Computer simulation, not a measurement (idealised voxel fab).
Name of the process module below: voxel wiring stack
Shown is cross-section cut, with a width of 180 nm and square cells of size 5 nm.
For the purposes of this document, a cross-section shall be understood as a grid of square cells, specified as bands listed in top-to-bottom order, each band consisting of one or more rows of cells.
In this notation a band is specified by the heights of its top and bottom, in that order and in nm, after which its materials appear from left to right, each paired with its width in nm. The word "everywhere" attached to a single material means that material fills the band from edge to edge; the word "empty" stands for empty space.
Heads up on the height convention: 0 is the point under which the incoming wafer is all one material, and the lowest band has no bottom, it just keeps going down, like "0 down".
Note: "30->40" means the width goes from the first number (top row of the band) to the second number (bottom row) in equal steps per row of cells.
"same as before" (step): cross-section cells unchanged, all of them.
Reported under the label "Listed closed voids" are the empty spaces having no open way to the top and comprising 8 cells or more; the notation for each is width x height at distance, in which the distance is measured from the left edge and all three values are in nm.
The remark found on a step's line after its settings is issued by the simulator itself and pertains to that step.
overlay nm: for a step with a mask, the amount by which the mask lay right of where it was planned; a negative amount means left of it.

# Planned process steps
1. RECEIVE: material Si
2. CONFORMAL_DEP: material SiO2, thk nm 10
3. DIRECTIONAL_DEP: material TiN, thk nm 5
4. DIRECTIONAL_DEP: material Ru, thk nm 20
5. PATTERN: tone cover, mask id METAL_1, material resist, width nm 30, pitch nm 45, thk nm 15, overlay nm 0
6. DIRECTIONAL_ETCH: etch materials Ru, depth nm 20
7. DIRECTIONAL_ETCH: etch materials TiN, depth nm 5
8. STRIP: etch materials resist
9. FILL_DEP: material lowk, thk nm 5
10. CMP: height nm 35
11. CONFORMAL_DEP: material SiCN, thk nm 5
12. DIRECTIONAL_DEP: material lowk, thk nm 15
13. MASKED_ETCH: tone open, mask id PLUG_1, width nm 15, pitch nm 45, etch materials lowk, depth nm 15, overlay nm 0
14. MASKED_ETCH: tone open, mask id PLUG_1, width nm 15, pitch nm 45, etch materials SiCN, depth nm 5, overlay nm 0
15. CONFORMAL_DEP: material TiN, thk nm 5
16. FILL_DEP: material Cu, thk nm 5
17. CMP: height nm 55
18. DIRECTIONAL_DEP: material TiN, thk nm 5
19. DIRECTIONAL_DEP: material W, thk nm 25
20. DIRECTIONAL_DEP: material aC, thk nm 15
21. PATTERN: tone cover, mask id METAL_2, material resist, width nm 30, pitch nm 45, thk nm 35, overlay nm 0
22. DIRECTIONAL_ETCH: etch materials aC, depth nm 15
23. STRIP: etch materials resist
24. DIRECTIONAL_ETCH: etch materials W, depth nm 25
25. DIRECTIONAL_ETCH: etch materials TiN, depth nm 5
26. STRIP: etch materials aC
27. CONFORMAL_DEP: material SiN, thk nm 5
28. FILL_DEP: material lowk, thk nm 10
29. CMP: height nm 85
30. CONFORMAL_DEP: material SiCN, thk nm 5
31. DIRECTIONAL_DEP: material lowk, thk nm 10
32. MASKED_ETCH: tone open, mask id PLUG_2, width nm 15, etch materials lowk, depth nm 10, overlay nm 0
33. MASKED_ETCH: tone open, mask id PLUG_2, width nm 15, etch materials SiCN, depth nm 5, overlay nm 0
34. EPI: material Ru, thk nm 10
35. EPI: material Ru, thk nm 5
36. DIRECTIONAL_DEP: material TiN, thk nm 5
37. DIRECTIONAL_DEP: material W, thk nm 25
38. MASKED_ETCH: tone cover, mask id METAL_3, width nm 30, pitch nm 45, etch materials W, depth nm 25, overlay nm 0
39. MASKED_ETCH: tone cover, mask id METAL_3, width nm 30, pitch nm 45, etch materials TiN, depth nm 5, overlay nm 0
40. FILL_DEP: material lowk, thk nm 5
41. CMP: height nm 130
42. CONFORMAL_DEP: material SiN, thk nm 5

# as received, after step 1
    0 down: Si everywhere
    Listed closed voids: none

# Cross-section, end of module. Start: as above. Plan: as above. Execution: one mistake
    135 to 130: SiN everywhere
    130 to 105: lowk=50, then W=30, then lowk=15, then W=30, then lowk=55
    105 to 100: lowk=50, then TiN=30, then lowk=15, then TiN=30, then lowk=55
    100 to 90: lowk=50, then Ru=15, then lowk=115
    90 to 85: SiCN=50, then Ru=15, then SiCN=115
    85 to 60: lowk=45, then SiN=5, then W=30, then SiN=5, then lowk=5, then SiN=5, then W=30, then SiN=5, then lowk=50
    60 to 55: SiN=50, then TiN=30, then SiN=15, then TiN=30, then SiN=55
    55 to 40: lowk=50, then TiN=5, then Cu=5, then TiN=5, then lowk=30, then TiN=5, then Cu=5, then TiN=5, then lowk=70
    40 to 35: SiCN=50, then TiN=15, then SiCN=30, then TiN=15, then SiCN=70
    35 to 20: lowk=50, then Ru=30, then lowk=15, then Ru=30, then lowk=55
    20 to 15: lowk=50, then TiN=30, then lowk=15, then TiN=30, then lowk=55
    15 to 0: SiO2 everywhere
    0 down: Si everywhere
    Listed closed voids: none
Error vs. plan: planned and actual differ for step 2; actual: CONFORMAL_DEP: material SiO2, thk nm 15
